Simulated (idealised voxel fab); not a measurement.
Name of the process module below: voxel lift off
210 nm wide, 5 nm square cells: that's cross-section cut.
For the purposes of this document, a cross-section shall be understood as a grid of square cells, specified as bands listed in top-to-bottom order, each band consisting of one or more rows of cells.
The band entry comprises the height of the band's top followed by the height of its bottom, expressed in nm, and subsequently the band's materials from left to right, each stated together with its width in nm. Where a single material is marked with the word "everywhere", that material fills the band from edge to edge. The word "air" represents empty space.
Measure heights from 0. That's the level where, below it, the as-received wafer is all one material. The lowest band is bottomless and extends downward; write it as in "from 0 down".
Width spec "30..40" -> top row of cells at first value, bottom row at second value, equal per-row change in between.
"identical to before" after a step means that no cell of the cross-section changed.
If an empty space has no open way to the top and is at least 8 cells in size, "Encapsulated voids" lists it, written width x height at distance, where distance is measured from the left edge and every value is in nm.
Step line, after settings: the simulator's comment on this step.
Steps that use a mask can have "overlay nm" on their line. It says how far the mask sat to the right of where it was meant to be. Negative means to the left.
Process steps (planned):
1. RECEIVE with material Si
2. CONFORMAL_DEP with material SiO2, thk nm 10
3. PATTERN with tone open, mask id LINES, material resist, width nm 20, pitch nm 35, thk nm 20, overlay nm 0
4. DIRECTIONAL_DEP with material Ru, thk nm 10
5. STRIP with etch materials resist
6. CONFORMAL_DEP with material SiN, thk nm 5
The first of a set of two wafers, run to plan:
Cross-sectional view of the wafer in its as-received condition, corresponding to the state after step 1:
* from 0 down  Si everywhere
* Encapsulated voids: none
Cross-section of the wafer subsequent to step 2:
* from 10 to 0  SiO2 everywhere
* For the remainder of the cross-section, below 0, there is no change.
Cross-section of the wafer subsequent to step 3:
* from 30 to 10  resist 75  air 20  resist 15  air 20  resist 80
* For the remainder of the cross-section, below 10, there is no change.
Cross-section of the wafer subsequent to step 4:
* from 40 to 30  Ru 75  air 20  Ru 15  air 20  Ru 80
* from 30 to 20  resist 75  air 20  resist 15  air 20  resist 80
* from 20 to 10  resist 75  Ru 20  resist 15  Ru 20  resist 80
* For the remainder of the cross-section, below 10, there is no change.
Cross-section of the wafer subsequent to step 5:
* from 20 to 10  air 75  Ru 20  air 15  Ru 20  air 80
* For the remainder of the cross-section, below 10, there is no change.
Cross-section of the wafer subsequent to step 6:
* from 25 to 20  air 70  SiN 30  air 5  SiN 30  air 75
* from 20 to 15  air 70  SiN 5  Ru 20  SiN 5  air 5  SiN 5  Ru 20  SiN 5  air 75
* from 15 to 10  SiN 75  Ru 20  SiN 15  Ru 20  SiN 80
* For the remainder of the cross-section, below 10, there is no change.
Wafer two: like wafer one in start and plan, but with one mistake in execution; identical up to and including step 2:
Cross-section, second wafer, at the end time the plan gives for step 3:
* from 30 to 10  resist 80  air 15  resist 20  air 15  resist 80
* For the remainder of the cross-section, below 10, there is no change.
Cross-section, second wafer, at the end time the plan gives for step 4:
* from 40 to 30  Ru 80  air 15  Ru 20  air 15  Ru 80
* from 30 to 20  resist 80  air 15  resist 20  air 15  resist 80
* from 20 to 10  resist 80  Ru 15  resist 20  Ru 15  resist 80
* For the remainder of the cross-section, below 10, there is no change.
Cross-section, second wafer, at the end time the plan gives for step 5:
* from 20 to 10  air 80  Ru 15  air 20  Ru 15  air 80
* For the remainder of the cross-section, below 10, there is no change.
Cross-section, second wafer, at the end time the plan gives for step 6:
* from 25 to 20  air 75  SiN 25  air 10  SiN 25  air 75
* from 20 to 15  air 75  SiN 5  Ru 15  SiN 5  air 10  SiN 5  Ru 15  SiN 5  air 75
* from 15 to 10  SiN 80  Ru 15  SiN 20  Ru 15  SiN 80
* For the remainder of the cross-section, below 10, there is no change.
It is concluded that the wafer was processed incorrectly with respect to the plan, in that step 3 ran as: PATTERN with tone open, mask id LINES, material resist, width nm 15, pitch nm 35, thk nm 20, overlay nm 0
Once processing is complete, comparing cell counts shows that the second wafer has more or fewer of certain materials than the first: Ru -4
